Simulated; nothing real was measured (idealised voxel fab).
process module | voxel self aligned vias
cross-section cut | 140 nm wide | cells 5 nm
A cross-section is a grid of square cells, given in bands from the top down. A band is one or more rows of cells.
Each band's line starts with the height of the band's top and of its bottom, in nm. Then come its materials from left to right, each with its width in nm. One material with "throughout" fills the band from edge to edge. "air" is empty space.
Height 0 is the level under which the wafer as received is all one material. The lowest band goes on downwards, as in "0 down".
A width such as "30 to 40" changes by the same amount from each row of cells to the next, from the band's top row to its bottom row.
"no change" after a step means that no cell of the cross-section changed.
closed voids: empty space of 8 cells or more with no open way to the top, each as width x height at its distance from the left edge, in nm
after a step's settings: what the simulator itself notes on the step
overlay nm, on a step with a mask: how far to the right of its planned place the mask lay; to the left if negative
plan
1 op RECEIVE | material Si
2 op CONFORMAL_DEP | material SiO2 | thk nm 10
3 op CONFORMAL_DEP | material SiCN | thk nm 5
4 op DIRECTIONAL_DEP | material lowk | thk nm 30
5 op PATTERN | tone open | mask id LINES | material resist | width nm 30 | pitch nm 55 | thk nm 20 | overlay nm 0
6 op DIRECTIONAL_ETCH | etch materials lowk | depth nm 30
7 op STRIP | etch materials resist
8 op CONFORMAL_DEP | material TiN | thk nm 5
9 op FILL_DEP | material W | thk nm 10
10 op CMP | height nm 45
11 op SELECTIVE_ETCH | etch materials W Ru TiN | depth nm 5
12 op FILL_DEP | material SiN | thk nm 5
13 op CMP | height nm 45
14 op DIRECTIONAL_DEP | material lowk | thk nm 20
15 op DIRECTIONAL_DEP | material aC | thk nm 15
16 op PATTERN | tone open | mask id VIAS | material resist | width nm 40 | thk nm 30 | overlay nm 0
17 op DIRECTIONAL_ETCH | etch materials aC | depth nm 15
18 op STRIP | etch materials resist
19 op DIRECTIONAL_ETCH | etch materials lowk | depth nm 20
20 op DIRECTIONAL_ETCH | etch materials SiN | depth nm 5
21 op STRIP | etch materials aC
22 op CONFORMAL_DEP | material TiN | thk nm 5
23 op FILL_DEP | material W | thk nm 5
24 op CMP | height nm 65
25 op CONFORMAL_DEP | material SiN | thk nm 5
as received, after step 1
  0 down: Si throughout
  closed voids: none
a wafer at the end: this start, this plan, one mistake
  70 to 65: SiN throughout
  65 to 45: lowk 20 | TiN 5 | W 30 | TiN 5 | lowk 80
  45 to 40: lowk 20 | TiN 40 | lowk 20 | SiN 30 | lowk 30
  40 to 25: lowk 20 | TiN 10 | W 20 | TiN 10 | lowk 20 | TiN 5 | W 20 | TiN 5 | lowk 30
  25 to 20: lowk 25 | TiN 5 | W 20 | TiN 5 | lowk 25 | TiN 5 | W 20 | TiN 5 | lowk 30
  20 to 15: lowk 25 | TiN 30 | lowk 25 | TiN 30 | lowk 30
  15 to 10: SiCN throughout
  10 to 0: SiO2 throughout
  0 down: Si throughout
  closed voids: none
what went wrong: step 19 was run twice
